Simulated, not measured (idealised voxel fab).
process module | voxel fin reveal
cross-section cut | 190 nm wide | cells 5 nm
A cross-section is a grid of square cells, given in bands from the top down. A band is one or more rows of cells.
Each band's line starts with the height of the band's top and of its bottom, in nm. Then come its materials from left to right, each with its width in nm. One material with "throughout" fills the band from edge to edge. "air" is empty space.
Height 0 is the level under which the wafer as received is all one material. The lowest band goes on downwards, as in "0 down".
A width such as "30 to 40" changes by the same amount from each row of cells to the next, from the band's top row to its bottom row.
"no change" after a step means that no cell of the cross-section changed.
closed voids: empty space of 8 cells or more with no open way to the top, each as width x height at its distance from the left edge, in nm
after a step's settings: what the simulator itself notes on the step
overlay nm, on a step with a mask: how far to the right of its planned place the mask lay; to the left if negative
plan
1 op RECEIVE | material Si
2 op CONFORMAL_DEP | material SiN | thk nm 5
3 op MASKED_ETCH | tone cover | mask id FINS | width nm 15 | pitch nm 45 | etch materials SiN | depth nm 5 | overlay nm 0
4 op MASKED_ETCH | tone cover | mask id FINS | width nm 15 | pitch nm 45 | etch materials Si | depth nm 40 | overlay nm 0
5 op FILL_DEP | material SiO2 | thk nm 15
6 op CMP | height nm 5
7 op SELECTIVE_ETCH | etch materials SiO2 | depth nm 35
8 op STRIP | etch materials SiN
as received, after step 1
  0 down: Si throughout
  closed voids: none
first wafer at the end, as planned
  0 to -30: air 65 | Si 15 | air 30 | Si 15 | air 65
  -30 to -40: SiO2 65 | Si 15 | SiO2 30 | Si 15 | SiO2 65
  -40 down: Si throughout
  closed voids: none
second wafer at the end: like start, like plan, one mistake
  5 to 0: air 65 | SiN 15 | air 30 | SiN 15 | air 65
  0 to -40: air 65 | Si 15 | air 30 | Si 15 | air 65
  -40 down: Si throughout
  closed voids: none
what went wrong: step 8 ran as: op STRIP | etch materials SiO2
at the end the second wafer has, in cells: 6 more of SiN | 64 fewer of SiO2
